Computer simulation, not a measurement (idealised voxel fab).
This is a process module. Its name is voxel gate over fins.
Each square cell in cross-section cut measures 5 nm, and the section as a whole is 190 nm wide.
For the purposes of this document, a cross-section shall be understood as a grid of square cells, specified as bands listed in top-to-bottom order, each band consisting of one or more rows of cells.
Top height, bottom height, nm. Materials left to right, width each, nm. Single material + "edge to edge" = fills band edge to edge. "air" = empty.
Heights are reckoned from 0. Under this level, the received wafer is all of one material. The bottommost band is open-ended downward, for example "top 0, no bottom".
The notation "30 to 40" denotes a width that varies across the rows of cells in the band, beginning at the first number in the top row, finishing at the second number in the bottom row, and changing by an identical amount from each row to the next.
A step reported as "same as before" is a step in which no cell of the cross-section changed.
Voids not open to the top, 8 cells minimum: see "Fully enclosed voids". Written width x height at distance; distance is from the left edge; nm.
It should be noted that, on the line of a given step, the content following the step's settings is a remark produced by the simulator itself with respect to that step.
You can add "overlay nm" to a step's line. For a step with a mask, it describes how far the mask lay to the right of its planned position, and a negative number describes a lay to the left.
plan:
1,RECEIVE,material Si
2,CONFORMAL_DEP,material SiN,thk nm 5
3,DIRECTIONAL_DEP,material aC,thk nm 15
4,PATTERN,tone cover,mask id FINS,material resist,width nm 15,pitch nm 40,thk nm 30,overlay nm 0
5,DIRECTIONAL_ETCH,etch materials aC,depth nm 15
6,STRIP,etch materials resist
7,DIRECTIONAL_ETCH,etch materials SiN,depth nm 5
8,DIRECTIONAL_ETCH,etch materials Si,depth nm 35
9,STRIP,etch materials aC
10,FILL_DEP,material SiO2,thk nm 15
11,CMP,height nm 5
12,SELECTIVE_ETCH,etch materials SiO2,depth nm 15
13,STRIP,etch materials SiN
14,CONFORMAL_DEP,material HfO2,thk nm 5
15,CONFORMAL_DEP,material TiN,thk nm 5
16,FILL_DEP,material W,thk nm 15
17,CMP,height nm 20
18,CONFORMAL_DEP,material SiN,thk nm 10
First wafer, two in total, run as planned:
This is the cross-section of the wafer as we received it, i.e. after step 1:
> top 0, no bottom = Si edge to edge
> Fully enclosed voids: none
Cross-section of the wafer after step 2:
> top 5, bottom 0 = SiN edge to edge
> Everything below 0 is unchanged.
Cross-section of the wafer after step 3:
> top 20, bottom 5 = aC edge to edge
> Everything below 5 is unchanged.
Cross-section of the wafer after step 4:
> top 50, bottom 20 = air=65, resist=15, air=25, resist=15, air=70
> Everything below 20 is unchanged.
Cross-section of the wafer after step 5:
> top 35, bottom 20 = air=65, resist=15, air=25, resist=15, air=70
> top 20, bottom 5 = air=65, aC=15, air=25, aC=15, air=70
> Everything below 5 is unchanged.
Cross-section of the wafer after step 6:
> top 20, bottom 5 = air=65, aC=15, air=25, aC=15, air=70
> Everything below 5 is unchanged.
Cross-section of the wafer after step 7:
> top 20, bottom 5 = air=65, aC=15, air=25, aC=15, air=70
> top 5, bottom 0 = air=65, SiN=15, air=25, SiN=15, air=70
> Everything below 0 is unchanged.
Cross-section of the wafer after step 8:
> top 20, bottom 5 = air=65, aC=15, air=25, aC=15, air=70
> top 5, bottom 0 = air=65, SiN=15, air=25, SiN=15, air=70
> top 0, bottom -35 = air=65, Si=15, air=25, Si=15, air=70
> Everything below -35 is unchanged.
Cross-section of the wafer after step 9:
> top 5, bottom 0 = air=65, SiN=15, air=25, SiN=15, air=70
> Everything below 0 is unchanged.
Cross-section of the wafer after step 10:
> top 20, bottom 5 = SiO2 edge to edge
> top 5, bottom 0 = SiO2=65, SiN=15, SiO2=25, SiN=15, SiO2=70
> top 0, bottom -35 = SiO2=65, Si=15, SiO2=25, Si=15, SiO2=70
> Everything below -35 is unchanged.
Cross-section of the wafer after step 11:
> top 5, bottom 0 = SiO2=65, SiN=15, SiO2=25, SiN=15, SiO2=70
> Everything below 0 is unchanged.
Cross-section of the wafer after step 12:
> top 5, bottom 0 = air=65, SiN=15, air=25, SiN=15, air=70
> top 0, bottom -10 = air=65, Si=15, air=25, Si=15, air=70
> Everything below -10 is unchanged.
Cross-section of the wafer after step 13:
> top 0, bottom -10 = air=65, Si=15, air=25, Si=15, air=70
> Everything below -10 is unchanged.
Cross-section of the wafer after step 14:
> top 5, bottom 0 = air=60, HfO2=25, air=15, HfO2=25, air=65
> top 0, bottom -5 = air=60, HfO2=5, Si=15, HfO2=5, air=15, HfO2=5, Si=15, HfO2=5, air=65
> top -5, bottom -10 = HfO2=65, Si=15, HfO2=25, Si=15, HfO2=70
> Everything below -10 is unchanged.
Cross-section of the wafer after step 15:
> top 10, bottom 5 = air=55, TiN=35, air=5, TiN=35, air=60
> top 5, bottom 0 = air=55, TiN=5, HfO2=25, TiN=5, air=5, TiN=5, HfO2=25, TiN=5, air=60
> top 0, bottom -5 = TiN=60, HfO2=5, Si=15, HfO2=5, TiN=15, HfO2=5, Si=15, HfO2=5, TiN=65
> Everything below -5 is unchanged.
Cross-section of the wafer after step 16:
> top 25, bottom 10 = W edge to edge
> top 10, bottom 5 = W=55, TiN=35, W=5, TiN=35, W=60
> top 5, bottom 0 = W=55, TiN=5, HfO2=25, TiN=5, W=5, TiN=5, HfO2=25, TiN=5, W=60
> Everything below 0 is unchanged.
Cross-section of the wafer after step 17:
> top 20, bottom 10 = W edge to edge
> Everything below 10 is unchanged.
Cross-section of the wafer after step 18:
> top 30, bottom 20 = SiN edge to edge
> Everything below 20 is unchanged.
It is to be noted that the second wafer proceeded from the same initial state and according to the same plan as the first, although one mistake was committed in its execution; through step 3, inclusive, the two wafers share an identical history:
Cross-sectional representation of the second wafer at the time designated in the plan for the completion of step 4:
> top 50, bottom 20 = air=60, resist=25, air=15, resist=25, air=65
> Everything below 20 is unchanged.
Cross-sectional representation of the second wafer at the time designated in the plan for the completion of step 5:
> top 35, bottom 20 = air=60, resist=25, air=15, resist=25, air=65
> top 20, bottom 5 = air=60, aC=25, air=15, aC=25, air=65
> Everything below 5 is unchanged.
Cross-sectional representation of the second wafer at the time designated in the plan for the completion of step 6:
> top 20, bottom 5 = air=60, aC=25, air=15, aC=25, air=65
> Everything below 5 is unchanged.
Cross-sectional representation of the second wafer at the time designated in the plan for the completion of step 7:
> top 20, bottom 5 = air=60, aC=25, air=15, aC=25, air=65
> top 5, bottom 0 = air=60, SiN=25, air=15, SiN=25, air=65
> Everything below 0 is unchanged.
Cross-sectional representation of the second wafer at the time designated in the plan for the completion of step 8:
> top 20, bottom 5 = air=60, aC=25, air=15, aC=25, air=65
> top 5, bottom 0 = air=60, SiN=25, air=15, SiN=25, air=65
> top 0, bottom -35 = air=60, Si=25, air=15, Si=25, air=65
> Everything below -35 is unchanged.
Cross-sectional representation of the second wafer at the time designated in the plan for the completion of step 9:
> top 5, bottom 0 = air=60, SiN=25, air=15, SiN=25, air=65
> Everything below 0 is unchanged.
Cross-sectional representation of the second wafer at the time designated in the plan for the completion of step 10:
> top 20, bottom 5 = SiO2 edge to edge
> top 5, bottom 0 = SiO2=60, SiN=25, SiO2=15, SiN=25, SiO2=65
> top 0, bottom -35 = SiO2=60, Si=25, SiO2=15, Si=25, SiO2=65
> Everything below -35 is unchanged.
Cross-sectional representation of the second wafer at the time designated in the plan for the completion of step 11:
> top 5, bottom 0 = SiO2=60, SiN=25, SiO2=15, SiN=25, SiO2=65
> Everything below 0 is unchanged.
Cross-sectional representation of the second wafer at the time designated in the plan for the completion of step 12:
> top 5, bottom 0 = air=60, SiN=25, air=15, SiN=25, air=65
> top 0, bottom -10 = air=60, Si=25, air=15, Si=25, air=65
> Everything below -10 is unchanged.
Cross-sectional representation of the second wafer at the time designated in the plan for the completion of step 13:
> top 0, bottom -10 = air=60, Si=25, air=15, Si=25, air=65
> Everything below -10 is unchanged.
Cross-sectional representation of the second wafer at the time designated in the plan for the completion of step 14:
> top 5, bottom 0 = air=55, HfO2=35, air=5, HfO2=35, air=60
> top 0, bottom -5 = air=55, HfO2=5, Si=25, HfO2=5, air=5, HfO2=5, Si=25, HfO2=5, air=60
> top -5, bottom -10 = HfO2=60, Si=25, HfO2=15, Si=25, HfO2=65
> Everything below -10 is unchanged.
Cross-sectional representation of the second wafer at the time designated in the plan for the completion of step 15:
> top 10, bottom 5 = air=50, TiN=85, air=55
> top 5, bottom 0 = air=50, TiN=5, HfO2=35, TiN=5, HfO2=35, TiN=5, air=55
> top 0, bottom -5 = TiN=55, HfO2=5, Si=25, HfO2=5, TiN=5, HfO2=5, Si=25, HfO2=5, TiN=60
> Everything below -5 is unchanged.
Cross-sectional representation of the second wafer at the time designated in the plan for the completion of step 16:
> top 25, bottom 10 = W edge to edge
> top 10, bottom 5 = W=50, TiN=85, W=55
> top 5, bottom 0 = W=50, TiN=5, HfO2=35, TiN=5, HfO2=35, TiN=5, W=55
> Everything below 0 is unchanged.
Cross-sectional representation of the second wafer at the time designated in the plan for the completion of step 17:
> top 20, bottom 10 = W edge to edge
> Everything below 10 is unchanged.
Cross-sectional representation of the second wafer at the time designated in the plan for the completion of step 18:
> top 30, bottom 20 = SiN edge to edge
> Everything below 20 is unchanged.
The plan and the run diverged here: step 4 off recipe, ran as PATTERN,tone cover,mask id FINS,material resist,width nm 25,pitch nm 40,thk nm 30,overlay nm 0
Cell-count delta at end, second wafer over first, by material: Si: 28 more; SiO2: 20 fewer; TiN: 2 fewer; W: 6 fewer
